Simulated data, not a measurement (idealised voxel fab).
The name of this process module is voxel trench capacitor.
Square cell edge 5 nm, section width 255 nm, ID cut.
A cross-section is a grid of square cells, given in bands from the top down. A band is one or more rows of cells. In this notation a band is specified by the heights of its top and bottom, in that order and in nm, after which its materials appear from left to right, each paired with its width in nm. The word "edge to edge" attached to a single material means that material fills the band from edge to edge; the word "blank" stands for empty space. Height 0 is the level under which the wafer as received is all one material. The lowest band goes on downwards, as in "z 0 and below". You'd read "30 to 40" like this: the band's top row of cells is as wide as the first number, its bottom row is as wide as the second, and going down, every row changes width by the same amount as the row before did. Given "left unchanged" for a step, no cell of the cross-section differs between before and after that step. What "Voids lacking openings" gives you is every empty space of 8 cells or more that is cut off from the top. Each appears as width x height at distance, with the distance taken from the left edge and width, height and distance all in nm. It should be noted that, on the line of a given step, the content following the step's settings is a remark produced by the simulator itself with respect to that step. The "overlay nm" setting may appear on a step's line; for a step that uses a mask, it gives how far to the right of its planned position the mask lay, and a negative value indicates the left.

[Planned step list for the process]
- 1: RECEIVE | material Si
- 2: CONFORMAL_DEP | material SiN | thk nm 10
- 3: MASKED_ETCH | tone open | mask id TRENCH | width nm 25 | pitch nm 45 | etch materials SiN | depth nm 10 | overlay nm 0
- 4: MASKED_ETCH | tone open | mask id TRENCH | width nm 25 | pitch nm 45 | etch materials Si | depth nm 25 | overlay nm 0
- 5: CONFORMAL_DEP | material Al2O3 | thk nm 5
- 6: CONFORMAL_DEP | material TiN | thk nm 5
- 7: FILL_DEP | material W | thk nm 5
- 8: CMP | height nm 10

[Wafer at receipt (post step 1), cross-section]
> z 0 and below = Si edge to edge
> Voids lacking openings: none

[First of two wafers, end-of-module section, run followed plan]
> z 10 to 0 = 45 SiN; 5 Al2O3; 5 TiN; 5 W; 5 TiN; 5 Al2O3; 20 SiN; 5 Al2O3; 5 TiN; 5 W; 5 TiN; 5 Al2O3; 20 SiN; 5 Al2O3; 5 TiN; 5 W; 5 TiN; 5 Al2O3; 20 SiN; 5 Al2O3; 5 TiN; 5 W; 5 TiN; 5 Al2O3; 50 SiN
> z 0 to -15 = 45 Si; 5 Al2O3; 5 TiN; 5 W; 5 TiN; 5 Al2O3; 20 Si; 5 Al2O3; 5 TiN; 5 W; 5 TiN; 5 Al2O3; 20 Si; 5 Al2O3; 5 TiN; 5 W; 5 TiN; 5 Al2O3; 20 Si; 5 Al2O3; 5 TiN; 5 W; 5 TiN; 5 Al2O3; 50 Si
> z -15 to -20 = 45 Si; 5 Al2O3; 15 TiN; 5 Al2O3; 20 Si; 5 Al2O3; 15 TiN; 5 Al2O3; 20 Si; 5 Al2O3; 15 TiN; 5 Al2O3; 20 Si; 5 Al2O3; 15 TiN; 5 Al2O3; 50 Si
> z -20 to -25 = 45 Si; 25 Al2O3; 20 Si; 25 Al2O3; 20 Si; 25 Al2O3; 20 Si; 25 Al2O3; 50 Si
> z -25 and below = Si edge to edge
> Voids lacking openings: none

[This is the second of the two wafers, cross-sectioned at the end of the module; it started exactly like the first and was given the same plan, but it was run with one mistake]
> z 10 to 0 = 45 SiN; 5 Al2O3; 15 to 5 TiN; 5 to 15 Al2O3; 20 SiN; 5 Al2O3; 15 to 5 TiN; 5 to 15 Al2O3; 20 SiN; 5 Al2O3; 15 to 5 TiN; 5 to 15 Al2O3; 20 SiN; 5 Al2O3; 15 to 5 TiN; 5 to 15 Al2O3; 50 SiN
> z 0 to -20 = 45 Si; 5 Al2O3; 5 TiN; 5 Al2O3; 30 Si; 5 Al2O3; 5 TiN; 5 Al2O3; 30 Si; 5 Al2O3; 5 TiN; 5 Al2O3; 30 Si; 5 Al2O3; 5 TiN; 5 Al2O3; 60 Si
> z -20 to -25 = 45 Si; 15 Al2O3; 30 Si; 15 Al2O3; 30 Si; 15 Al2O3; 30 Si; 15 Al2O3; 60 Si
> z -25 and below = Si edge to edge
> Voids lacking openings: none
Short version of what went wrong: note that step 4 departed from the planned setting and was carried out as MASKED_ETCH | tone open | mask id TRENCH | width nm 25 | pitch nm 45 | etch materials Si | depth nm 25 | overlay nm -10
Count the cells at the end and the second wafer has more or fewer of some materials than the first: Si: 40 more | TiN: 20 fewer | W: 20 fewer
